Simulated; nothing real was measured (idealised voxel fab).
Module name: voxel trench capacitor (process module)
FYI the section here is cut, 265 nm wide, cells are 5 nm squares.
When this document writes out a cross-section, it uses a grid of square cells and lists it as bands, beginning at the top and moving down, with a band standing for one or more rows of cells. Quick guide to a band line: top height, bottom height (nm) up front; then every material left to right with its width in nm. Only one material and it's marked "edge to edge"? Then it fills the band edge to edge. And "blank" just means empty space. Heights from 0 (as-received wafer is one material below). Bottom band endless downward, as "0 nm and below". A width such as "30->40" changes by the same amount from each row of cells to the next, from the band's top row to its bottom row. Where a step carries "everything unchanged", the cross-section came out of it unchanged, cell for cell. In "Enclosed void entries" the enclosed voids are listed, meaning empty spaces of 8 cells or larger without any opening to the top. The form is width x height at distance, distance from the left edge, units nm. Post-settings text on a step line: simulator's own remark regarding the step. On any step carrying a mask, the "overlay nm" setting, if present on the step's line, tells how far right of its planned place the mask lay; negative values point to the left.
# So here's the lineup of process steps we planned
- 1: RECEIVE [material Si]
- 2: CONFORMAL_DEP [material SiN] [thk nm 5]
- 3: DIRECTIONAL_DEP [material aC] [thk nm 10]
- 4: PATTERN [tone open] [mask id TRENCH] [material resist] [width nm 30] [pitch nm 60] [thk nm 30] [overlay nm 0]
- 5: DIRECTIONAL_ETCH [etch materials aC] [depth nm 10]
- 6: STRIP [etch materials resist]
- 7: DIRECTIONAL_ETCH [etch materials SiN] [depth nm 5]
- 8: DIRECTIONAL_ETCH [etch materials Si] [depth nm 40]
- 9: STRIP [etch materials aC]
- 10: CONFORMAL_DEP [material HfO2] [thk nm 5]
- 11: CONFORMAL_DEP [material TiN] [thk nm 5]
- 12: FILL_DEP [material W] [thk nm 5]
- 13: CMP [height nm 5]
# Shown in cross-section is the wafer as received, that is, as it stands after step 1
  0 nm and below = Si edge to edge
  Enclosed void entries: none
# The first of two wafers, cross-sectioned at the end of the module, with the run proceeding as planned
  5 nm to 0 nm = SiN (85); HfO2 (5); TiN (5); W (10); TiN (5); HfO2 (5); SiN (30); HfO2 (5); TiN (5); W (10); TiN (5); HfO2 (5); SiN (90)
  0 nm to -30 nm = Si (85); HfO2 (5); TiN (5); W (10); TiN (5); HfO2 (5); Si (30); HfO2 (5); TiN (5); W (10); TiN (5); HfO2 (5); Si (90)
  -30 nm to -35 nm = Si (85); HfO2 (5); TiN (20); HfO2 (5); Si (30); HfO2 (5); TiN (20); HfO2 (5); Si (90)
  -35 nm to -40 nm = Si (85); HfO2 (30); Si (30); HfO2 (30); Si (90)
  -40 nm and below = Si edge to edge
  Enclosed void entries: none
# Second wafer cross-section at end of module - shared start and plan with the first, one mistake in the run
  5 nm to 0 nm = SiN (80); HfO2 (5); TiN (5); W (10); TiN (5); HfO2 (5); SiN (30); HfO2 (5); TiN (5); W (10); TiN (5); HfO2 (5); SiN (95)
  0 nm to -30 nm = Si (80); HfO2 (5); TiN (5); W (10); TiN (5); HfO2 (5); Si (30); HfO2 (5); TiN (5); W (10); TiN (5); HfO2 (5); Si (95)
  -30 nm to -35 nm = Si (80); HfO2 (5); TiN (20); HfO2 (5); Si (30); HfO2 (5); TiN (20); HfO2 (5); Si (95)
  -35 nm to -40 nm = Si (80); HfO2 (30); Si (30); HfO2 (30); Si (95)
  -40 nm and below = Si edge to edge
  Enclosed void entries: none
Diagnosis: step 4 changed vs plan, executed as PATTERN [tone open] [mask id TRENCH] [material resist] [width nm 30] [pitch nm 60] [thk nm 30] [overlay nm -5]
End check, second vs first wafer: material counts in cells match, positions do not.
